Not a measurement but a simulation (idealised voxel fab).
process module | voxel capacitor over wiring
cross-section cut | 240 nm wide | cells 5 nm
A cross-section is a grid of square cells, given in bands from the top down. A band is one or more rows of cells.
Each band's line starts with the height of the band's top and of its bottom, in nm. Then come its materials from left to right, each with its width in nm. One material with "throughout" fills the band from edge to edge. "air" is empty space.
Height 0 is the level under which the wafer as received is all one material. The lowest band goes on downwards, as in "0 down".
A width such as "30 to 40" changes by the same amount from each row of cells to the next, from the band's top row to its bottom row.
"no change" after a step means that no cell of the cross-section changed.
closed voids: empty space of 8 cells or more with no open way to the top, each as width x height at its distance from the left edge, in nm
after a step's settings: what the simulator itself notes on the step
overlay nm, on a step with a mask: how far to the right of its planned place the mask lay; to the left if negative
plan
1 op RECEIVE | material Si
2 op CONFORMAL_DEP | material SiO2 | thk nm 10
3 op CONFORMAL_DEP | material SiCN | thk nm 5
4 op DIRECTIONAL_DEP | material lowk | thk nm 20
5 op DIRECTIONAL_DEP | material aC | thk nm 10
6 op PATTERN | tone open | mask id METAL_1 | material resist | width nm 30 | pitch nm 80 | thk nm 30 | overlay nm 0
7 op DIRECTIONAL_ETCH | etch materials aC | depth nm 10
8 op STRIP | etch materials resist
9 op DIRECTIONAL_ETCH | etch materials lowk | depth nm 20
10 op DIRECTIONAL_ETCH | etch materials SiCN | depth nm 5
11 op STRIP | etch materials aC
12 op CONFORMAL_DEP | material TiN | thk nm 5
13 op FILL_DEP | material Cu | thk nm 5
14 op CMP | height nm 35
15 op EPI | material Ru | thk nm 5
16 op FILL_DEP | material SiCN | thk nm 5
17 op DIRECTIONAL_DEP | material SiO2 | thk nm 20
18 op DIRECTIONAL_DEP | material aC | thk nm 15
19 op PATTERN | tone open | mask id PLUG_1 | material resist | width nm 15 | thk nm 35 | overlay nm 0
20 op DIRECTIONAL_ETCH | etch materials aC | depth nm 15
21 op STRIP | etch materials resist
22 op DIRECTIONAL_ETCH | etch materials SiO2 | depth nm 20
23 op DIRECTIONAL_ETCH | etch materials SiCN | depth nm 5
24 op STRIP | etch materials aC
25 op EPI | material Ru | thk nm 10
26 op EPI | material Ru | thk nm 10
27 op EPI | material Ru | thk nm 5
28 op DIRECTIONAL_DEP | material TiN | thk nm 5
29 op DIRECTIONAL_DEP | material SiN | thk nm 5
30 op DIRECTIONAL_DEP | material TiN | thk nm 10
31 op DIRECTIONAL_DEP | material aC | thk nm 15
32 op PATTERN | tone cover | mask id UPPER_PLATE | material resist | width nm 55 | thk nm 35 | overlay nm 0
33 op DIRECTIONAL_ETCH | etch materials aC | depth nm 15
34 op STRIP | etch materials resist
35 op DIRECTIONAL_ETCH | etch materials TiN | depth nm 10
36 op DIRECTIONAL_ETCH | etch materials SiN | depth nm 5
37 op STRIP | etch materials aC
38 op MASKED_ETCH | tone cover | mask id LOWER_PLATE | width nm 65 | etch materials TiN | depth nm 5 | overlay nm 0
39 op FILL_DEP | material SiO2 | thk nm 15
40 op CMP | height nm 95
41 op MASKED_ETCH | tone open | mask id PLUG_2 | width nm 15 | etch materials SiO2 | depth nm 10 | overlay nm 0
42 op CONFORMAL_DEP | material TiN | thk nm 5
43 op FILL_DEP | material Ru | thk nm 5
44 op CMP | height nm 95
45 op CONFORMAL_DEP | material SiN | thk nm 5
as received, after step 1
  0 down: Si throughout
  closed voids: none
first wafer at the end, as planned
  100 to 95: SiN throughout
  95 to 90: SiO2 90 | TiN 5 | Ru 5 | TiN 5 | SiO2 135
  90 to 85: SiO2 90 | TiN 15 | SiO2 135
  85 to 75: SiO2 80 | TiN 55 | SiO2 105
  75 to 70: SiO2 80 | SiN 55 | SiO2 105
  70 to 65: SiO2 75 | TiN 65 | SiO2 100
  65 to 45: SiO2 80 | Ru 15 | SiO2 145
  45 to 40: SiCN 80 | Ru 15 | SiCN 145
  40 to 35: SiCN 60 | Ru 40 | SiCN 40 | Ru 40 | SiCN 60
  35 to 15: lowk 65 | TiN 5 | Cu 20 | TiN 5 | lowk 50 | TiN 5 | Cu 20 | TiN 5 | lowk 65
  15 to 10: SiCN 65 | TiN 30 | SiCN 50 | TiN 30 | SiCN 65
  10 to 0: SiO2 throughout
  0 down: Si throughout
  closed voids: none
second wafer at the end: like start, like plan, one mistake
  100 to 95: SiN throughout
  95 to 90: SiO2 90 | TiN 5 | Ru 5 | TiN 5 | SiO2 135
  90 to 85: SiO2 90 | TiN 15 | SiO2 135
  85 to 75: SiO2 80 | TiN 55 | SiO2 105
  75 to 70: SiO2 80 | SiN 55 | SiO2 105
  70 to 65: SiO2 75 | TiN 65 | SiO2 100
  65 to 45: SiO2 80 | Ru 15 | SiO2 145
  45 to 40: SiCN 80 | Ru 15 | SiCN 145
  40 to 35: SiCN 60 | Ru 40 | SiCN 40 | Ru 40 | SiCN 60
  35 to 30: SiCN 65 | TiN 30 | SiCN 50 | TiN 30 | SiCN 65
  30 to 10: lowk throughout
  10 to 0: SiO2 throughout
  0 down: Si throughout
  closed voids: none
what went wrong: steps 3 and 4 were swapped
at the end the second wafer has, in cells: 32 fewer of Cu | 16 fewer of TiN | 48 more of lowk
